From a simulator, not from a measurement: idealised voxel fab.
process module | voxel wiring stack
cross-section cut | 170 nm wide | cells 5 nm
A cross-section is a grid of square cells, given in bands from the top down. A band is one or more rows of cells.
Each band's line starts with the height of the band's top and of its bottom, in nm. Then come its materials from left to right, each with its width in nm. One material with "throughout" fills the band from edge to edge. "air" is empty space.
Height 0 is the level under which the wafer as received is all one material. The lowest band goes on downwards, as in "0 down".
A width such as "30 to 40" changes by the same amount from each row of cells to the next, from the band's top row to its bottom row.
"no change" after a step means that no cell of the cross-section changed.
closed voids: empty space of 8 cells or more with no open way to the top, each as width x height at its distance from the left edge, in nm
after a step's settings: what the simulator itself notes on the step
overlay nm, on a step with a mask: how far to the right of its planned place the mask lay; to the left if negative
Each pair below shows a cross-section before one step and the cross-section after it, down to the lowest band that changed. The line under each pair gives the step between them, with its settings. The pairs can come from different runs of this module on the same starting wafer, so a pair continues from the pair above only where its "before" says so.
before
  0 down: Si throughout
  closed voids: none
after
  15 to 0: SiO2 throughout
  below 0: unchanged
  closed voids: none
the step between: op CONFORMAL_DEP | material SiO2 | thk nm 15
before: the cross-section after the pair above
after
  20 to 15: TiN throughout
  below 15: unchanged
  closed voids: none
the step between: op DIRECTIONAL_DEP | material TiN | thk nm 5
before: the cross-section after the pair above
after
  45 to 20: W throughout
  below 20: unchanged
  closed voids: none
the step between: op DIRECTIONAL_DEP | material W | thk nm 25
before: the cross-section after the pair above
after
  45 to 20: air 25 | W 30 | air 15 | W 30 | air 15 | W 30 | air 25
  below 20: unchanged
  closed voids: none
the step between: op MASKED_ETCH | tone cover | mask id METAL_1 | width nm 30 | pitch nm 45 | etch materials W | depth nm 25 | overlay nm 0
before: the cross-section after the pair above
after
  45 to 20: air 25 | W 30 | air 15 | W 30 | air 15 | W 30 | air 25
  20 to 15: air 25 | TiN 30 | air 15 | TiN 30 | air 15 | TiN 30 | air 25
  below 15: unchanged
  closed voids: none
the step between: op MASKED_ETCH | tone cover | mask id METAL_1 | width nm 30 | pitch nm 45 | etch materials TiN | depth nm 5 | overlay nm 0
before: the cross-section after the pair above
after
  50 to 45: air 20 | SiCN 40 | air 5 | SiCN 40 | air 5 | SiCN 40 | air 20
  45 to 20: air 20 | SiCN 5 | W 30 | SiCN 5 | air 5 | SiCN 5 | W 30 | SiCN 5 | air 5 | SiCN 5 | W 30 | SiCN 5 | air 20
  20 to 15: SiCN 25 | TiN 30 | SiCN 15 | TiN 30 | SiCN 15 | TiN 30 | SiCN 25
  below 15: unchanged
  closed voids: none
the step between: op CONFORMAL_DEP | material SiCN | thk nm 5
before: the cross-section after the pair above
after
  55 to 50: SiO2 throughout
  50 to 45: SiO2 20 | SiCN 40 | SiO2 5 | SiCN 40 | SiO2 5 | SiCN 40 | SiO2 20
  45 to 20: SiO2 20 | SiCN 5 | W 30 | SiCN 5 | SiO2 5 | SiCN 5 | W 30 | SiCN 5 | SiO2 5 | SiCN 5 | W 30 | SiCN 5 | SiO2 20
  below 20: unchanged
  closed voids: none
the step between: op FILL_DEP | material SiO2 | thk nm 5
before: the cross-section after the pair above
after
  45 to 20: SiO2 20 | SiCN 5 | W 30 | SiCN 5 | SiO2 5 | SiCN 5 | W 30 | SiCN 5 | SiO2 5 | SiCN 5 | W 30 | SiCN 5 | SiO2 20
  below 20: unchanged
  closed voids: none
the step between: op CMP | height nm 45
before: the cross-section after the pair above
after
  50 to 45: SiCN throughout
  below 45: unchanged
  closed voids: none
the step between: op CONFORMAL_DEP | material SiCN | thk nm 5
before: the cross-section after the pair above
after
  80 to 50: SiO2 throughout
  below 50: unchanged
  closed voids: none
the step between: op DIRECTIONAL_DEP | material SiO2 | thk nm 30
before: the cross-section after the pair above
after
  95 to 80: aC throughout
  below 80: unchanged
  closed voids: none
the step between: op DIRECTIONAL_DEP | material aC | thk nm 15
before: the cross-section after the pair above
after
  130 to 95: resist 25 | air 15 | resist 75 | air 15 | resist 40
  below 95: unchanged
  closed voids: none
the step between: op PATTERN | tone open | mask id METAL_2_HOLES | material resist | width nm 15 | pitch nm 90 | thk nm 35 | overlay nm 0
before: the cross-section after the pair above
after
  115 to 95: resist 25 | air 15 | resist 75 | air 15 | resist 40
  95 to 80: aC 25 | air 15 | aC 75 | air 15 | aC 40
  below 80: unchanged
  closed voids: none
the step between: op DIRECTIONAL_ETCH | etch materials aC | depth nm 15
before: the cross-section after the pair above
after
  95 to 80: aC 25 | air 15 | aC 75 | air 15 | aC 40
  below 80: unchanged
  closed voids: none
the step between: op STRIP | etch materials resist
before: the cross-section after the pair above
after
  95 to 80: aC 25 | air 15 | aC 75 | air 15 | aC 40
  80 to 50: SiO2 25 | air 15 | SiO2 75 | air 15 | SiO2 40
  below 50: unchanged
  closed voids: none
the step between: op DIRECTIONAL_ETCH | etch materials SiO2 | depth nm 30
before: the cross-section after the pair above
after
  80 to 50: SiO2 25 | air 15 | SiO2 75 | air 15 | SiO2 40
  below 50: unchanged
  closed voids: none
the step between: op STRIP | etch materials aC
before: the cross-section after the pair above
after
  95 to 80: resist 25 | air 30 | resist 15 | air 30 | resist 15 | air 30 | resist 25
  below 80: unchanged
  closed voids: none
the step between: op PATTERN | tone open | mask id METAL_2 | material resist | width nm 30 | pitch nm 45 | thk nm 15 | overlay nm 0
before: the cross-section after the pair above
after
  95 to 80: resist 25 | air 30 | resist 15 | air 30 | resist 15 | air 30 | resist 25
  80 to 65: SiO2 25 | air 30 | SiO2 15 | air 30 | SiO2 15 | air 30 | SiO2 25
  below 65: unchanged
  closed voids: none
the step between: op DIRECTIONAL_ETCH | etch materials SiO2 | depth nm 15
before: the cross-section after the pair above
after
  95 to 80: resist 25 | air 30 | resist 15 | air 30 | resist 15 | air 30 | resist 25
  80 to 65: SiO2 25 | air 30 | SiO2 15 | air 30 | SiO2 15 | air 30 | SiO2 25
  65 to 50: SiO2 25 | air 15 | SiO2 75 | air 15 | SiO2 40
  50 to 45: SiCN 25 | air 15 | SiCN 75 | air 15 | SiCN 40
  below 45: unchanged
  closed voids: none
the step between: op DIRECTIONAL_ETCH | etch materials SiCN | depth nm 5
before: the cross-section after the pair above
after
  80 to 65: SiO2 25 | air 30 | SiO2 15 | air 30 | SiO2 15 | air 30 | SiO2 25
  below 65: unchanged
  closed voids: none
the step between: op STRIP | etch materials resist
before: the cross-section after the pair above
after
  85 to 80: TiN 30 | air 20 | TiN 25 | air 20 | TiN 25 | air 20 | TiN 30
  80 to 70: SiO2 25 | TiN 5 | air 20 | TiN 5 | SiO2 15 | TiN 5 | air 20 | TiN 5 | SiO2 15 | TiN 5 | air 20 | TiN 5 | SiO2 25
  70 to 65: SiO2 25 | TiN 5 | air 5 | TiN 20 | SiO2 15 | TiN 30 | SiO2 15 | TiN 5 | air 5 | TiN 20 | SiO2 25
  65 to 50: SiO2 25 | TiN 5 | air 5 | TiN 5 | SiO2 75 | TiN 5 | air 5 | TiN 5 | SiO2 40
  50 to 45: SiCN 25 | TiN 15 | SiCN 75 | TiN 15 | SiCN 40
  below 45: unchanged
  closed voids: none
the step between: op CONFORMAL_DEP | material TiN | thk nm 5
before: the cross-section after the pair above
after
  95 to 85: Ru throughout
  85 to 80: TiN 30 | Ru 20 | TiN 25 | Ru 20 | TiN 25 | Ru 20 | TiN 30
  80 to 70: SiO2 25 | TiN 5 | Ru 20 | TiN 5 | SiO2 15 | TiN 5 | Ru 20 | TiN 5 | SiO2 15 | TiN 5 | Ru 20 | TiN 5 | SiO2 25
  70 to 65: SiO2 25 | TiN 5 | Ru 5 | TiN 20 | SiO2 15 | TiN 30 | SiO2 15 | TiN 5 | Ru 5 | TiN 20 | SiO2 25
  65 to 50: SiO2 25 | TiN 5 | Ru 5 | TiN 5 | SiO2 75 | TiN 5 | Ru 5 | TiN 5 | SiO2 40
  below 50: unchanged
  closed voids: none
the step between: op FILL_DEP | material Ru | thk nm 10
before: the cross-section after the pair above
after
  80 to 70: SiO2 25 | TiN 5 | Ru 20 | TiN 5 | SiO2 15 | TiN 5 | Ru 20 | TiN 5 | SiO2 15 | TiN 5 | Ru 20 | TiN 5 | SiO2 25
  below 70: unchanged
  closed voids: none
the step between: op CMP | height nm 80
before: the cross-section after the pair above
after
  85 to 80: SiCN throughout
  below 80: unchanged
  closed voids: none
the step between: op CONFORMAL_DEP | material SiCN | thk nm 5
before
  95 to 85: Ru throughout
  85 to 80: TiN 30 | Ru 20 | TiN 25 | Ru 20 | TiN 25 | Ru 20 | TiN 30
  80 to 70: SiO2 25 | TiN 5 | Ru 20 | TiN 5 | SiO2 15 | TiN 5 | Ru 20 | TiN 5 | SiO2 15 | TiN 5 | Ru 20 | TiN 5 | SiO2 25
  70 to 65: SiO2 25 | TiN 5 | Ru 5 | TiN 20 | SiO2 15 | TiN 30 | SiO2 15 | TiN 5 | Ru 5 | TiN 20 | SiO2 25
  65 to 50: SiO2 25 | TiN 5 | Ru 5 | TiN 5 | SiO2 75 | TiN 5 | Ru 5 | TiN 5 | SiO2 40
  50 to 45: SiCN 25 | TiN 15 | SiCN 75 | TiN 15 | SiCN 40
  45 to 20: SiO2 20 | SiCN 5 | W 30 | SiCN 5 | SiO2 5 | SiCN 5 | W 30 | SiCN 5 | SiO2 5 | SiCN 5 | W 30 | SiCN 5 | SiO2 20
  20 to 15: SiCN 25 | TiN 30 | SiCN 15 | TiN 30 | SiCN 15 | TiN 30 | SiCN 25
  15 to 0: SiO2 throughout
  0 down: Si throughout
  closed voids: none
after
  100 to 95: SiCN throughout
  below 95: unchanged
  closed voids: none
the step between: op CONFORMAL_DEP | material SiCN | thk nm 5
before
  15 to 0: SiO2 throughout
  0 down: Si throughout
  closed voids: none
after
  30 to 0: SiO2 throughout
  below 0: unchanged
  closed voids: none
the step between: op CONFORMAL_DEP | material SiO2 | thk nm 15
before: the cross-section after the pair above
after
  35 to 30: TiN throughout
  below 30: unchanged
  closed voids: none
the step between: op DIRECTIONAL_DEP | material TiN | thk nm 5
before: the cross-section after the pair above
after
  60 to 35: W throughout
  below 35: unchanged
  closed voids: none
the step between: op DIRECTIONAL_DEP | material W | thk nm 25
before: the cross-section after the pair above
after
  60 to 35: air 25 | W 30 | air 15 | W 30 | air 15 | W 30 | air 25
  below 35: unchanged
  closed voids: none
the step between: op MASKED_ETCH | tone cover | mask id METAL_1 | width nm 30 | pitch nm 45 | etch materials W | depth nm 25 | overlay nm 0
before: the cross-section after the pair above
after
  60 to 35: air 25 | W 30 | air 15 | W 30 | air 15 | W 30 | air 25
  35 to 30: air 25 | TiN 30 | air 15 | TiN 30 | air 15 | TiN 30 | air 25
  below 30: unchanged
  closed voids: none
the step between: op MASKED_ETCH | tone cover | mask id METAL_1 | width nm 30 | pitch nm 45 | etch materials TiN | depth nm 5 | overlay nm 0
before: the cross-section after the pair above
after
  65 to 60: air 20 | SiCN 40 | air 5 | SiCN 40 | air 5 | SiCN 40 | air 20
  60 to 35: air 20 | SiCN 5 | W 30 | SiCN 5 | air 5 | SiCN 5 | W 30 | SiCN 5 | air 5 | SiCN 5 | W 30 | SiCN 5 | air 20
  35 to 30: SiCN 25 | TiN 30 | SiCN 15 | TiN 30 | SiCN 15 | TiN 30 | SiCN 25
  below 30: unchanged
  closed voids: none
the step between: op CONFORMAL_DEP | material SiCN | thk nm 5
before: the cross-section after the pair above
after
  70 to 65: SiO2 throughout
  65 to 60: SiO2 20 | SiCN 40 | SiO2 5 | SiCN 40 | SiO2 5 | SiCN 40 | SiO2 20
  60 to 35: SiO2 20 | SiCN 5 | W 30 | SiCN 5 | SiO2 5 | SiCN 5 | W 30 | SiCN 5 | SiO2 5 | SiCN 5 | W 30 | SiCN 5 | SiO2 20
  below 35: unchanged
  closed voids: none
the step between: op FILL_DEP | material SiO2 | thk nm 5
before: the cross-section after the pair above
after
  45 to 35: SiO2 20 | SiCN 5 | W 30 | SiCN 5 | SiO2 5 | SiCN 5 | W 30 | SiCN 5 | SiO2 5 | SiCN 5 | W 30 | SiCN 5 | SiO2 20
  below 35: unchanged
  closed voids: none
the step between: op CMP | height nm 45
before: the cross-section after the pair above
after
  50 to 45: SiCN throughout
  below 45: unchanged
  closed voids: none
the step between: op CONFORMAL_DEP | material SiCN | thk nm 5
before: the cross-section after the pair above
after
  80 to 50: SiO2 throughout
  below 50: unchanged
  closed voids: none
the step between: op DIRECTIONAL_DEP | material SiO2 | thk nm 30
before: the cross-section after the pair above
after
  95 to 80: aC throughout
  below 80: unchanged
  closed voids: none
the step between: op DIRECTIONAL_DEP | material aC | thk nm 15
before: the cross-section after the pair above
after
  130 to 95: resist 25 | air 15 | resist 75 | air 15 | resist 40
  below 95: unchanged
  closed voids: none
the step between: op PATTERN | tone open | mask id METAL_2_HOLES | material resist | width nm 15 | pitch nm 90 | thk nm 35 | overlay nm 0
before: the cross-section after the pair above
after
  115 to 95: resist 25 | air 15 | resist 75 | air 15 | resist 40
  95 to 80: aC 25 | air 15 | aC 75 | air 15 | aC 40
  below 80: unchanged
  closed voids: none
the step between: op DIRECTIONAL_ETCH | etch materials aC | depth nm 15
before: the cross-section after the pair above
after
  95 to 80: aC 25 | air 15 | aC 75 | air 15 | aC 40
  below 80: unchanged
  closed voids: none
the step between: op STRIP | etch materials resist
before: the cross-section after the pair above
after
  95 to 80: aC 25 | air 15 | aC 75 | air 15 | aC 40
  80 to 50: SiO2 25 | air 15 | SiO2 75 | air 15 | SiO2 40
  below 50: unchanged
  closed voids: none
the step between: op DIRECTIONAL_ETCH | etch materials SiO2 | depth nm 30
before: the cross-section after the pair above
after
  80 to 50: SiO2 25 | air 15 | SiO2 75 | air 15 | SiO2 40
  below 50: unchanged
  closed voids: none
the step between: op STRIP | etch materials aC
before: the cross-section after the pair above
after
  95 to 80: resist 25 | air 30 | resist 15 | air 30 | resist 15 | air 30 | resist 25
  below 80: unchanged
  closed voids: none
the step between: op PATTERN | tone open | mask id METAL_2 | material resist | width nm 30 | pitch nm 45 | thk nm 15 | overlay nm 0
before: the cross-section after the pair above
after
  95 to 80: resist 25 | air 30 | resist 15 | air 30 | resist 15 | air 30 | resist 25
  80 to 65: SiO2 25 | air 30 | SiO2 15 | air 30 | SiO2 15 | air 30 | SiO2 25
  below 65: unchanged
  closed voids: none
the step between: op DIRECTIONAL_ETCH | etch materials SiO2 | depth nm 15
before: the cross-section after the pair above
after
  95 to 80: resist 25 | air 30 | resist 15 | air 30 | resist 15 | air 30 | resist 25
  80 to 65: SiO2 25 | air 30 | SiO2 15 | air 30 | SiO2 15 | air 30 | SiO2 25
  65 to 50: SiO2 25 | air 15 | SiO2 75 | air 15 | SiO2 40
  50 to 45: SiCN 25 | air 15 | SiCN 75 | air 15 | SiCN 40
  below 45: unchanged
  closed voids: none
the step between: op DIRECTIONAL_ETCH | etch materials SiCN | depth nm 5
before: the cross-section after the pair above
after
  80 to 65: SiO2 25 | air 30 | SiO2 15 | air 30 | SiO2 15 | air 30 | SiO2 25
  below 65: unchanged
  closed voids: none
the step between: op STRIP | etch materials resist
before: the cross-section after the pair above
after
  85 to 80: TiN 30 | air 20 | TiN 25 | air 20 | TiN 25 | air 20 | TiN 30
  80 to 70: SiO2 25 | TiN 5 | air 20 | TiN 5 | SiO2 15 | TiN 5 | air 20 | TiN 5 | SiO2 15 | TiN 5 | air 20 | TiN 5 | SiO2 25
  70 to 65: SiO2 25 | TiN 5 | air 5 | TiN 20 | SiO2 15 | TiN 30 | SiO2 15 | TiN 5 | air 5 | TiN 20 | SiO2 25
  65 to 50: SiO2 25 | TiN 5 | air 5 | TiN 5 | SiO2 75 | TiN 5 | air 5 | TiN 5 | SiO2 40
  50 to 45: SiCN 25 | TiN 15 | SiCN 75 | TiN 15 | SiCN 40
  below 45: unchanged
  closed voids: none
the step between: op CONFORMAL_DEP | material TiN | thk nm 5
before: the cross-section after the pair above
after
  95 to 85: Ru throughout
  85 to 80: TiN 30 | Ru 20 | TiN 25 | Ru 20 | TiN 25 | Ru 20 | TiN 30
  80 to 70: SiO2 25 | TiN 5 | Ru 20 | TiN 5 | SiO2 15 | TiN 5 | Ru 20 | TiN 5 | SiO2 15 | TiN 5 | Ru 20 | TiN 5 | SiO2 25
  70 to 65: SiO2 25 | TiN 5 | Ru 5 | TiN 20 | SiO2 15 | TiN 30 | SiO2 15 | TiN 5 | Ru 5 | TiN 20 | SiO2 25
  65 to 50: SiO2 25 | TiN 5 | Ru 5 | TiN 5 | SiO2 75 | TiN 5 | Ru 5 | TiN 5 | SiO2 40
  below 50: unchanged
  closed voids: none
the step between: op FILL_DEP | material Ru | thk nm 10
before: the cross-section after the pair above
after
  80 to 70: SiO2 25 | TiN 5 | Ru 20 | TiN 5 | SiO2 15 | TiN 5 | Ru 20 | TiN 5 | SiO2 15 | TiN 5 | Ru 20 | TiN 5 | SiO2 25
  below 70: unchanged
  closed voids: none
the step between: op CMP | height nm 80
before: the cross-section after the pair above
after
  85 to 80: SiCN throughout
  below 80: unchanged
  closed voids: none
the step between: op CONFORMAL_DEP | material SiCN | thk nm 5
before
  45 to 20: SiO2 20 | SiCN 5 | W 30 | SiCN 5 | SiO2 5 | SiCN 5 | W 30 | SiCN 5 | SiO2 5 | SiCN 5 | W 30 | SiCN 5 | SiO2 20
  20 to 15: SiCN 25 | TiN 30 | SiCN 15 | TiN 30 | SiCN 15 | TiN 30 | SiCN 25
  15 to 0: SiO2 throughout
  0 down: Si throughout
  closed voids: none
after
  75 to 45: SiO2 throughout
  below 45: unchanged
  closed voids: none
the step between: op DIRECTIONAL_DEP | material SiO2 | thk nm 30
before: the cross-section after the pair above
after
  80 to 75: SiCN throughout
  below 75: unchanged
  closed voids: none
the step between: op CONFORMAL_DEP | material SiCN | thk nm 5
before: the cross-section after the pair above
after
  95 to 80: aC throughout
  below 80: unchanged
  closed voids: none
the step between: op DIRECTIONAL_DEP | material aC | thk nm 15
before: the cross-section after the pair above
after
  130 to 95: resist 25 | air 15 | resist 75 | air 15 | resist 40
  below 95: unchanged
  closed voids: none
the step between: op PATTERN | tone open | mask id METAL_2_HOLES | material resist | width nm 15 | pitch nm 90 | thk nm 35 | overlay nm 0
before: the cross-section after the pair above
after
  115 to 95: resist 25 | air 15 | resist 75 | air 15 | resist 40
  95 to 80: aC 25 | air 15 | aC 75 | air 15 | aC 40
  below 80: unchanged
  closed voids: none
the step between: op DIRECTIONAL_ETCH | etch materials aC | depth nm 15
before: the cross-section after the pair above
after
  95 to 80: aC 25 | air 15 | aC 75 | air 15 | aC 40
  below 80: unchanged
  closed voids: none
the step between: op STRIP | etch materials resist
before: the cross-section after the pair above
after
  80 to 75: SiCN throughout
  below 75: unchanged
  closed voids: none
the step between: op STRIP | etch materials aC
before: the cross-section after the pair above
after
  95 to 80: resist 25 | air 30 | resist 15 | air 30 | resist 15 | air 30 | resist 25
  below 80: unchanged
  closed voids: none
the step between: op PATTERN | tone open | mask id METAL_2 | material resist | width nm 30 | pitch nm 45 | thk nm 15 | overlay nm 0
before: the cross-section after the pair above
after
  95 to 80: resist 25 | air 30 | resist 15 | air 30 | resist 15 | air 30 | resist 25
  80 to 75: SiCN 25 | air 30 | SiCN 15 | air 30 | SiCN 15 | air 30 | SiCN 25
  below 75: unchanged
  closed voids: none
the step between: op DIRECTIONAL_ETCH | etch materials SiCN | depth nm 5
before: the cross-section after the pair above
after
  80 to 75: SiCN 25 | air 30 | SiCN 15 | air 30 | SiCN 15 | air 30 | SiCN 25
  below 75: unchanged
  closed voids: none
the step between: op STRIP | etch materials resist
before: the cross-section after the pair above
after
  85 to 80: TiN 30 | air 20 | TiN 25 | air 20 | TiN 25 | air 20 | TiN 30
  80 to 75: SiCN 25 | TiN 30 | SiCN 15 | TiN 30 | SiCN 15 | TiN 30 | SiCN 25
  below 75: unchanged
  closed voids: none
the step between: op CONFORMAL_DEP | material TiN | thk nm 5
before: the cross-section after the pair above
after
  95 to 85: Ru throughout
  85 to 80: TiN 30 | Ru 20 | TiN 25 | Ru 20 | TiN 25 | Ru 20 | TiN 30
  below 80: unchanged
  closed voids: none
the step between: op FILL_DEP | material Ru | thk nm 10
before: the cross-section after the pair above
after
  80 to 75: SiCN 25 | TiN 30 | SiCN 15 | TiN 30 | SiCN 15 | TiN 30 | SiCN 25
  below 75: unchanged
  closed voids: none
the step between: op CMP | height nm 80
before: the cross-section after the pair above
after
  85 to 80: SiCN throughout
  below 80: unchanged
  closed voids: none
the step between: op CONFORMAL_DEP | material SiCN | thk nm 5
before
  45 to 20: SiO2 20 | SiCN 5 | W 30 | SiCN 5 | SiO2 5 | SiCN 5 | W 30 | SiCN 5 | SiO2 5 | SiCN 5 | W 30 | SiCN 5 | SiO2 20
  20 to 15: SiCN 25 | TiN 30 | SiCN 15 | TiN 30 | SiCN 15 | TiN 30 | SiCN 25
  15 to 0: SiO2 throughout
  0 down: Si throughout
  closed voids: none
after
  60 to 45: SiCN throughout
  below 45: unchanged
  closed voids: none
the step between: op CONFORMAL_DEP | material SiCN | thk nm 15
before: the cross-section after the pair above
after
  90 to 60: SiO2 throughout
  below 60: unchanged
  closed voids: none
the step between: op DIRECTIONAL_DEP | material SiO2 | thk nm 30
before: the cross-section after the pair above
after
  105 to 90: aC throughout
  below 90: unchanged
  closed voids: none
the step between: op DIRECTIONAL_DEP | material aC | thk nm 15
before: the cross-section after the pair above
after
  140 to 105: resist 25 | air 15 | resist 75 | air 15 | resist 40
  below 105: unchanged
  closed voids: none
the step between: op PATTERN | tone open | mask id METAL_2_HOLES | material resist | width nm 15 | pitch nm 90 | thk nm 35 | overlay nm 0
before: the cross-section after the pair above
after
  125 to 105: resist 25 | air 15 | resist 75 | air 15 | resist 40
  105 to 90: aC 25 | air 15 | aC 75 | air 15 | aC 40
  below 90: unchanged
  closed voids: none
the step between: op DIRECTIONAL_ETCH | etch materials aC | depth nm 15
before: the cross-section after the pair above
after
  105 to 90: aC 25 | air 15 | aC 75 | air 15 | aC 40
  below 90: unchanged
  closed voids: none
the step between: op STRIP | etch materials resist
before: the cross-section after the pair above
after
  105 to 90: aC 25 | air 15 | aC 75 | air 15 | aC 40
  90 to 60: SiO2 25 | air 15 | SiO2 75 | air 15 | SiO2 40
  below 60: unchanged
  closed voids: none
the step between: op DIRECTIONAL_ETCH | etch materials SiO2 | depth nm 30
before: the cross-section after the pair above
after
  90 to 60: SiO2 25 | air 15 | SiO2 75 | air 15 | SiO2 40
  below 60: unchanged
  closed voids: none
the step between: op STRIP | etch materials aC
before: the cross-section after the pair above
after
  105 to 90: resist 25 | air 30 | resist 15 | air 30 | resist 15 | air 30 | resist 25
  below 90: unchanged
  closed voids: none
the step between: op PATTERN | tone open | mask id METAL_2 | material resist | width nm 30 | pitch nm 45 | thk nm 15 | overlay nm 0
before: the cross-section after the pair above
after
  105 to 90: resist 25 | air 30 | resist 15 | air 30 | resist 15 | air 30 | resist 25
  90 to 75: SiO2 25 | air 30 | SiO2 15 | air 30 | SiO2 15 | air 30 | SiO2 25
  below 75: unchanged
  closed voids: none
the step between: op DIRECTIONAL_ETCH | etch materials SiO2 | depth nm 15
before: the cross-section after the pair above
after
  105 to 90: resist 25 | air 30 | resist 15 | air 30 | resist 15 | air 30 | resist 25
  90 to 75: SiO2 25 | air 30 | SiO2 15 | air 30 | SiO2 15 | air 30 | SiO2 25
  75 to 60: SiO2 25 | air 15 | SiO2 75 | air 15 | SiO2 40
  60 to 55: SiCN 25 | air 15 | SiCN 75 | air 15 | SiCN 40
  below 55: unchanged
  closed voids: none
the step between: op DIRECTIONAL_ETCH | etch materials SiCN | depth nm 5
before: the cross-section after the pair above
after
  90 to 75: SiO2 25 | air 30 | SiO2 15 | air 30 | SiO2 15 | air 30 | SiO2 25
  below 75: unchanged
  closed voids: none
the step between: op STRIP | etch materials resist
before: the cross-section after the pair above
after
  95 to 90: TiN 30 | air 20 | TiN 25 | air 20 | TiN 25 | air 20 | TiN 30
  90 to 80: SiO2 25 | TiN 5 | air 20 | TiN 5 | SiO2 15 | TiN 5 | air 20 | TiN 5 | SiO2 15 | TiN 5 | air 20 | TiN 5 | SiO2 25
  80 to 75: SiO2 25 | TiN 5 | air 5 | TiN 20 | SiO2 15 | TiN 30 | SiO2 15 | TiN 5 | air 5 | TiN 20 | SiO2 25
  75 to 60: SiO2 25 | TiN 5 | air 5 | TiN 5 | SiO2 75 | TiN 5 | air 5 | TiN 5 | SiO2 40
  60 to 55: SiCN 25 | TiN 15 | SiCN 75 | TiN 15 | SiCN 40
  below 55: unchanged
  closed voids: none
the step between: op CONFORMAL_DEP | material TiN | thk nm 5
before: the cross-section after the pair above
after
  105 to 95: Ru throughout
  95 to 90: TiN 30 | Ru 20 | TiN 25 | Ru 20 | TiN 25 | Ru 20 | TiN 30
  90 to 80: SiO2 25 | TiN 5 | Ru 20 | TiN 5 | SiO2 15 | TiN 5 | Ru 20 | TiN 5 | SiO2 15 | TiN 5 | Ru 20 | TiN 5 | SiO2 25
  80 to 75: SiO2 25 | TiN 5 | Ru 5 | TiN 20 | SiO2 15 | TiN 30 | SiO2 15 | TiN 5 | Ru 5 | TiN 20 | SiO2 25
  75 to 60: SiO2 25 | TiN 5 | Ru 5 | TiN 5 | SiO2 75 | TiN 5 | Ru 5 | TiN 5 | SiO2 40
  below 60: unchanged
  closed voids: none
the step between: op FILL_DEP | material Ru | thk nm 10
before: the cross-section after the pair above
after
  80 to 75: SiO2 25 | TiN 5 | Ru 5 | TiN 20 | SiO2 15 | TiN 30 | SiO2 15 | TiN 5 | Ru 5 | TiN 20 | SiO2 25
  below 75: unchanged
  closed voids: none
the step between: op CMP | height nm 80
before: the cross-section after the pair above
after
  85 to 80: SiCN throughout
  below 80: unchanged
  closed voids: none
the step between: op CONFORMAL_DEP | material SiCN | thk nm 5
before
  95 to 80: aC throughout
  80 to 50: SiO2 throughout
  50 to 45: SiCN throughout
  45 to 20: SiO2 20 | SiCN 5 | W 30 | SiCN 5 | SiO2 5 | SiCN 5 | W 30 | SiCN 5 | SiO2 5 | SiCN 5 | W 30 | SiCN 5 | SiO2 20
  20 to 15: SiCN 25 | TiN 30 | SiCN 15 | TiN 30 | SiCN 15 | TiN 30 | SiCN 25
  15 to 0: SiO2 throughout
  0 down: Si throughout
  closed voids: none
after
  130 to 95: resist 25 | air 20 | resist 70 | air 20 | resist 35
  below 95: unchanged
  closed voids: none
the step between: op PATTERN | tone open | mask id METAL_2_HOLES | material resist | width nm 20 | pitch nm 90 | thk nm 35 | overlay nm 0
before: the cross-section after the pair above
after
  115 to 95: resist 25 | air 20 | resist 70 | air 20 | resist 35
  95 to 80: aC 25 | air 20 | aC 70 | air 20 | aC 35
  below 80: unchanged
  closed voids: none
the step between: op DIRECTIONAL_ETCH | etch materials aC | depth nm 15
before: the cross-section after the pair above
after
  95 to 80: aC 25 | air 20 | aC 70 | air 20 | aC 35
  below 80: unchanged
  closed voids: none
the step between: op STRIP | etch materials resist
before: the cross-section after the pair above
after
  95 to 80: aC 25 | air 20 | aC 70 | air 20 | aC 35
  80 to 50: SiO2 25 | air 20 | SiO2 70 | air 20 | SiO2 35
  below 50: unchanged
  closed voids: none
the step between: op DIRECTIONAL_ETCH | etch materials SiO2 | depth nm 30
before: the cross-section after the pair above
after
  80 to 50: SiO2 25 | air 20 | SiO2 70 | air 20 | SiO2 35
  below 50: unchanged
  closed voids: none
the step between: op STRIP | etch materials aC
before: the cross-section after the pair above
after
  95 to 80: resist 25 | air 30 | resist 15 | air 30 | resist 15 | air 30 | resist 25
  below 80: unchanged
  closed voids: none
the step between: op PATTERN | tone open | mask id METAL_2 | material resist | width nm 30 | pitch nm 45 | thk nm 15 | overlay nm 0
before: the cross-section after the pair above
after
  95 to 80: resist 25 | air 30 | resist 15 | air 30 | resist 15 | air 30 | resist 25
  80 to 65: SiO2 25 | air 30 | SiO2 15 | air 30 | SiO2 15 | air 30 | SiO2 25
  below 65: unchanged
  closed voids: none
the step between: op DIRECTIONAL_ETCH | etch materials SiO2 | depth nm 15
before: the cross-section after the pair above
after
  95 to 80: resist 25 | air 30 | resist 15 | air 30 | resist 15 | air 30 | resist 25
  80 to 65: SiO2 25 | air 30 | SiO2 15 | air 30 | SiO2 15 | air 30 | SiO2 25
  65 to 50: SiO2 25 | air 20 | SiO2 70 | air 20 | SiO2 35
  50 to 45: SiCN 25 | air 20 | SiCN 70 | air 20 | SiCN 35
  below 45: unchanged
  closed voids: none
the step between: op DIRECTIONAL_ETCH | etch materials SiCN | depth nm 5
before: the cross-section after the pair above
after
  80 to 65: SiO2 25 | air 30 | SiO2 15 | air 30 | SiO2 15 | air 30 | SiO2 25
  below 65: unchanged
  closed voids: none
the step between: op STRIP | etch materials resist
before: the cross-section after the pair above
after
  85 to 80: TiN 30 | air 20 | TiN 25 | air 20 | TiN 25 | air 20 | TiN 30
  80 to 70: SiO2 25 | TiN 5 | air 20 | TiN 5 | SiO2 15 | TiN 5 | air 20 | TiN 5 | SiO2 15 | TiN 5 | air 20 | TiN 5 | SiO2 25
  70 to 65: SiO2 25 | TiN 5 | air 10 | TiN 15 | SiO2 15 | TiN 30 | SiO2 15 | TiN 5 | air 10 | TiN 15 | SiO2 25
  65 to 50: SiO2 25 | TiN 5 | air 10 | TiN 5 | SiO2 70 | TiN 5 | air 10 | TiN 5 | SiO2 35
  50 to 45: SiCN 25 | TiN 20 | SiCN 70 | TiN 20 | SiCN 35
  below 45: unchanged
  closed voids: none
the step between: op CONFORMAL_DEP | material TiN | thk nm 5
before: the cross-section after the pair above
after
  95 to 85: Ru throughout
  85 to 80: TiN 30 | Ru 20 | TiN 25 | Ru 20 | TiN 25 | Ru 20 | TiN 30
  80 to 70: SiO2 25 | TiN 5 | Ru 20 | TiN 5 | SiO2 15 | TiN 5 | Ru 20 | TiN 5 | SiO2 15 | TiN 5 | Ru 20 | TiN 5 | SiO2 25
  70 to 65: SiO2 25 | TiN 5 | Ru 10 | TiN 15 | SiO2 15 | TiN 30 | SiO2 15 | TiN 5 | Ru 10 | TiN 15 | SiO2 25
  65 to 50: SiO2 25 | TiN 5 | Ru 10 | TiN 5 | SiO2 70 | TiN 5 | Ru 10 | TiN 5 | SiO2 35
  below 50: unchanged
  closed voids: none
the step between: op FILL_DEP | material Ru | thk nm 10
